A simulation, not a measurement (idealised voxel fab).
Process module, titled voxel trench capacitor
Square cells of 5 nm make up the cross-section cut, whose width is 260 nm.
Throughout this document, each cross-section is represented as a grid of square cells and is presented as a sequence of bands enumerated from the top downward, where a band comprises one or more rows of cells.
Heights first: top, then bottom, in nm. Then materials, left to right, each with a width in nm. "edge to edge" on a single material: fills the band edge to edge. "air": empty space.
Convention: height 0 is the level below which the wafer, as received, is all one material. The lowest band does not terminate at the bottom but continues downward, represented as "0 -> down".
Graded width ("30..40"): value in top row of band = first number; value in bottom row = second number; row-to-row change constant.
When a step is marked "no alterations made", none of the cells in the cross-section changed during that step.
Listed in "Sealed internal voids": every empty space of 8 or more cells without an open way to the top. Form: width x height at distance, the distance being from the left edge, all in nm.
Where a step's line continues beyond its settings, the continuation is a remark by the simulator itself on that step.
"overlay nm" answers the question of how far to the right of plan the mask lay on a step that has a mask, and when it is negative the answer is to the left.
-- Set out below are the planned steps of the process
1,RECEIVE,material Si
2,CONFORMAL_DEP,material SiN,thk nm 5
3,MASKED_ETCH,tone open,mask id TRENCH,width nm 25,pitch nm 50,etch materials SiN,depth nm 5,overlay nm 0
4,MASKED_ETCH,tone open,mask id TRENCH,width nm 25,pitch nm 50,etch materials Si,depth nm 30,overlay nm 0
5,CONFORMAL_DEP,material SiO2,thk nm 5
6,FILL_DEP,material polySi,thk nm 10
7,CMP,height nm 5
-- Cross-section of the incoming wafer, state after step 1
  0 -> down  Si edge to edge
  Sealed internal voids: none
-- First of two wafers, end-of-module section, run followed plan
  5 -> 0  SiN=90, SiO2=5, polySi=15, SiO2=5, SiN=25, SiO2=5, polySi=15, SiO2=5, SiN=95
  0 -> -25  Si=90, SiO2=5, polySi=15, SiO2=5, Si=25, SiO2=5, polySi=15, SiO2=5, Si=95
  -25 -> -30  Si=90, SiO2=25, Si=25, SiO2=25, Si=95
  -30 -> down  Si edge to edge
  Sealed internal voids: none
-- This cross-section belongs to the second wafer of two at the end of the module; the start and the plan were shared with the first, and the run included one mistake
  5 -> 0  SiO2=90, SiN=25, SiO2=25, SiN=25, SiO2=95
  0 -> down  Si edge to edge
  Sealed internal voids: none
Deviation noted in wafer processing: rather than as planned, step 3 actually ran as MASKED_ETCH,tone cover,mask id TRENCH,width nm 25,pitch nm 50,etch materials SiN,depth nm 5,overlay nm 0
The closing comparison, in cells, has the second wafer with more or fewer of some materials than the first: +60 Si; -32 SiN; +8 SiO2; -36 polySi
